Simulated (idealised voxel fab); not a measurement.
Presented below is a process module, voxel spacer lines.
Displayed cross-section: cut, width of 295 nm, square cells sized 5 nm.
Square cells in a grid make up a cross-section in this document, and the grid is given as bands, listed from the top down, each one or more rows of cells. In this notation a band is specified by the heights of its top and bottom, in that order and in nm, after which its materials appear from left to right, each paired with its width in nm. The word "throughout" attached to a single material means that material fills the band from edge to edge; the word "empty" stands for empty space. All heights in this document are referenced to 0, defined as the level beneath which the wafer, as received, consists entirely of one material. The lowest band is not bounded below; it extends indefinitely downward and is written in the form "from 0 down". Read "30->40" as a graded width: first number on top, second number at the bottom, same change between each pair of neighbouring rows. "no modifications", as given for a step, is the statement that not any cell of the cross-section underwent a change during that step. The entry titled "Enclosed cavities" provides the empty spaces that have no open way to the top, restricted to those of 8 cells or more. Each is presented as width x height at distance, the distance being measured from the left edge, with all three in nm. The remark found on a step's line after its settings is issued by the simulator itself and pertains to that step. The line of a step may include "overlay nm". On a step with a mask, this value is how far to the right of its planned place the mask lay. A negative value means the mask lay to the left.

### Below is the list of planned process steps
1: op RECEIVE | material Si
2: op CONFORMAL_DEP | material SiO2 | thk nm 5
3: op DIRECTIONAL_DEP | material W | thk nm 15
4: op DIRECTIONAL_DEP | material polySi | thk nm 20
5: op PATTERN | tone cover | mask id MANDREL | material resist | width nm 15 | pitch nm 60 | thk nm 25 | overlay nm 0
6: op DIRECTIONAL_ETCH | etch materials polySi | depth nm 20
7: op STRIP | etch materials resist
8: op CONFORMAL_DEP | material SiN | thk nm 15
9: op DIRECTIONAL_ETCH | etch materials SiN | depth nm 15
10: op STRIP | etch materials polySi
11: op DIRECTIONAL_ETCH | etch materials W | depth nm 15
12: op STRIP | etch materials SiN

### Shown in cross-section is the wafer as received, that is, as it stands after step 1
from 0 down  Si throughout
Enclosed cavities: none

### Cross-section taken at module completion on the first of two wafers; processed per the plan
from 20 to 5  empty 65  W 15  empty 15  W 15  empty 15  W 15  empty 15  W 15  empty 15  W 15  empty 15  W 15  empty 65
from 5 to 0  SiO2 throughout
from 0 down  Si throughout
Enclosed cavities: none

### Presented here is a cross-section of the second of the two wafers as it stood at the end of the module. It was started in the same manner and assigned the same plan as the first wafer; however, one mistake was made in its execution
from 20 to 5  empty 70  W 15  empty 15  W 15  empty 15  W 15  empty 15  W 15  empty 15  W 15  empty 15  W 15  empty 60
from 5 to 0  SiO2 throughout
from 0 down  Si throughout
Enclosed cavities: none
What was done differently from what was planned? step 5 was run on a setting that differed from the plan, and what really ran there is op PATTERN | tone cover | mask id MANDREL | material resist | width nm 15 | pitch nm 60 | thk nm 25 | overlay nm 5
So at the finish, the second wafer's got exactly as many cells of each material as the first, just not in the same spots.
